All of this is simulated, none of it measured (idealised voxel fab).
This section sets out a process module, namely voxel released beams.
In the cross-section labelled cut, the width is 220 nm and each square cell is 5 nm.
The cross-sections in this document take the form of a grid made of square cells. They are written out as bands, in order from top to bottom. Each band consists of one or more rows of cells. The entry gives the band's vertical extent as a top height and a bottom height in nm, then its horizontal make-up as materials from left to right, each with a width in nm. "air" stands for empty space; a single material marked "everywhere" fills the band edge to edge. Where do heights start? At 0: under that level the wafer as delivered is made of one material only. And the lowest band has no floor; it just carries on downward, as in "0 -> down". Graded width ("30..40"): value in top row of band = first number; value in bottom row = second number; row-to-row change constant. You'll sometimes find "nothing got changed" written for a step, and that's the way of saying that nowhere in the cross-section did a cell change during that step. "Voids, sealed": empty spaces of 8 cells or more with no open way to the top, each given as width x height at distance, distance from the left edge, all in nm. Formally, on a step line, whatever follows the settings is a remark that the simulator itself makes on the step. "overlay nm" answers the question of how far to the right of plan the mask lay on a step that has a mask, and when it is negative the answer is to the left.
### Set out below are the planned steps of the process
1 op RECEIVE | material Si
2 op CONFORMAL_DEP | material SiN | thk nm 5
3 op DIRECTIONAL_DEP | material SiO2 | thk nm 10
4 op MASKED_ETCH | tone open | mask id ANCHOR | width nm 35 | etch materials SiO2 | depth nm 10 | overlay nm 0
5 op CONFORMAL_DEP | material W | thk nm 10
6 op MASKED_ETCH | tone cover | mask id BEAM | width nm 120 | etch materials W | depth nm 10 | overlay nm -15
7 op STRIP | etch materials SiO2
It is noted that the wafers described herein are identical at the outset and are distinguished by the overlay nm of step 6; the value stated in the plan corresponds to the first wafer.
### The first of several wafers in cross-section, exactly as it reached us after step 1
	0 -> down = Si everywhere
	Voids, sealed: none
### So in this table every wafer gets its own row, and what you see is where it stands at the end of the module: for each material, how many cells it picked up (+) or gave up (-) since we received it, and after that its closed voids
overlay nm -15 | +44 SiN | +56 W | Voids, sealed: none
overlay nm -10 | +44 SiN | +56 W | Voids, sealed: none
overlay nm -5 | +44 SiN | +56 W | Voids, sealed: none
overlay nm 0 | +44 SiN | +56 W | Voids, sealed: none
overlay nm 5 | +44 SiN | +56 W | Voids, sealed: none
overlay nm 10 | +44 SiN | +56 W | Voids, sealed: none
overlay nm 15 | +44 SiN | +56 W | Voids, sealed: none
